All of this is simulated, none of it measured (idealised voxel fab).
Herein follows the process module entitled voxel gate over fins.
cross-section cut | 140 nm wide | cells 5 nm
Cross-section = grid of square cells, listed top down in bands; band = one or more rows.
Quick guide to a band line: top height, bottom height (nm) up front; then every material left to right with its width in nm. Only one material and it's marked "edge to edge"? Then it fills the band edge to edge. And "blank" just means empty space.
Height 0 is the level under which the wafer as received is all one material. The lowest band goes on downwards, as in "0..down".
A two-number width, for instance "30..40", indicates that the width is equal to the first number in the top row of the band and to the second number in the bottom row, and that it changes by a constant amount per row of cells.
Given "nothing got changed" for a step, no cell of the cross-section differs between before and after that step.
"Closed void entries" lists enclosed empty spaces (at least 8 cells, no open path upward to the top), each as width x height at distance from the left edge, in nm.
It should be noted that, on the line of a given step, the content following the step's settings is a remark produced by the simulator itself with respect to that step.
A step line may carry the setting "overlay nm", which, for steps involving a mask, states the distance by which the mask lay to the right of its intended position; negative values denote displacement to the left.
These are the steps we planned for the process
- 1: RECEIVE | material Si
- 2: CONFORMAL_DEP | material SiN | thk nm 10
- 3: DIRECTIONAL_DEP | material aC | thk nm 10
- 4: PATTERN | tone cover | mask id FINS | material resist | width nm 15 | pitch nm 55 | thk nm 25 | overlay nm 0
- 5: DIRECTIONAL_ETCH | etch materials aC | depth nm 10
- 6: STRIP | etch materials resist
- 7: DIRECTIONAL_ETCH | etch materials SiN | depth nm 10
- 8: DIRECTIONAL_ETCH | etch materials Si | depth nm 35
- 9: STRIP | etch materials aC
- 10: OXIDIZE | depth nm 5
- 11: FILL_DEP | material SiO2 | thk nm 10
- 12: CMP | height nm 10
- 13: DIRECTIONAL_DEP | material aC | thk nm 15
- 14: PATTERN | tone open | mask id RAIL | material resist | width nm 15 | thk nm 30 | overlay nm 0
- 15: DIRECTIONAL_ETCH | etch materials aC | depth nm 15
- 16: STRIP | etch materials resist
- 17: DIRECTIONAL_ETCH | etch materials SiO2 | depth nm 40
- 18: STRIP | etch materials aC
- 19: CONFORMAL_DEP | material TiN | thk nm 5
- 20: FILL_DEP | material Ru | thk nm 10
- 21: CMP | height nm 10
- 22: SELECTIVE_ETCH | etch materials W Ru TiN | depth nm 25
- 23: FILL_DEP | material SiO2 | thk nm 5
- 24: CMP | height nm 10
- 25: SELECTIVE_ETCH | etch materials SiO2 | depth nm 20
- 26: STRIP | etch materials SiN
- 27: CONFORMAL_DEP | material HfO2 | thk nm 5
- 28: CONFORMAL_DEP | material TiN | thk nm 5
- 29: CONFORMAL_DEP | material TiAl | thk nm 5
- 30: CONFORMAL_DEP | material TiN | thk nm 5
- 31: FILL_DEP | material W | thk nm 15
- 32: CMP | height nm 30
- 33: CONFORMAL_DEP | material SiCN | thk nm 10
Cross-section, incoming material, after step 1
* 0..down = Si edge to edge
* Closed void entries: none
Same starting wafer, same plan as above, one mistake in the execution; this is the cross-section at the end of the module
* 40..30 = SiCN edge to edge
* 30..20 = W edge to edge
* 20..15 = 20 W / 45 TiN / 10 W / 45 TiN / 20 W
* 15..10 = 20 W / 5 TiN / 35 TiAl / 5 TiN / 10 W / 5 TiN / 35 TiAl / 5 TiN / 20 W
* 10..5 = 25 TiN / 5 TiAl / 25 TiN / 5 TiAl / 20 TiN / 5 TiAl / 25 TiN / 5 TiAl / 25 TiN
* 5..0 = 30 TiAl / 5 TiN / 15 HfO2 / 5 TiN / 30 TiAl / 5 TiN / 15 HfO2 / 5 TiN / 30 TiAl
* 0..-5 = 35 TiN / 5 HfO2 / 5 Si / 5 HfO2 / 40 TiN / 5 HfO2 / 5 Si / 5 HfO2 / 35 TiN
* -5..-10 = 40 HfO2 / 5 Si / 50 HfO2 / 5 Si / 40 HfO2
* -10..-15 = 40 SiO2 / 5 Si / 50 SiO2 / 5 Si / 40 SiO2
* -15..-25 = 30 Ru / 5 TiN / 5 SiO2 / 5 Si / 5 SiO2 / 10 TiN / 15 SiO2 / 5 TiN / 5 Ru / 5 TiN / 5 SiO2 / 5 Si / 5 SiO2 / 5 TiN / 30 Ru
* -25..-30 = 35 TiN / 5 SiO2 / 5 Si / 5 SiO2 / 10 TiN / 15 SiO2 / 15 TiN / 5 SiO2 / 5 Si / 5 SiO2 / 35 TiN
* -30..-40 = 40 SiO2 / 5 Si / 50 SiO2 / 5 Si / 40 SiO2
* -40..down = Si edge to edge
* Closed void entries: none
What broke from the plan during processing? the process deviated at step 14: the operation and settings actually run there were PATTERN | tone cover | mask id RAIL | material resist | width nm 15 | thk nm 30 | overlay nm 0
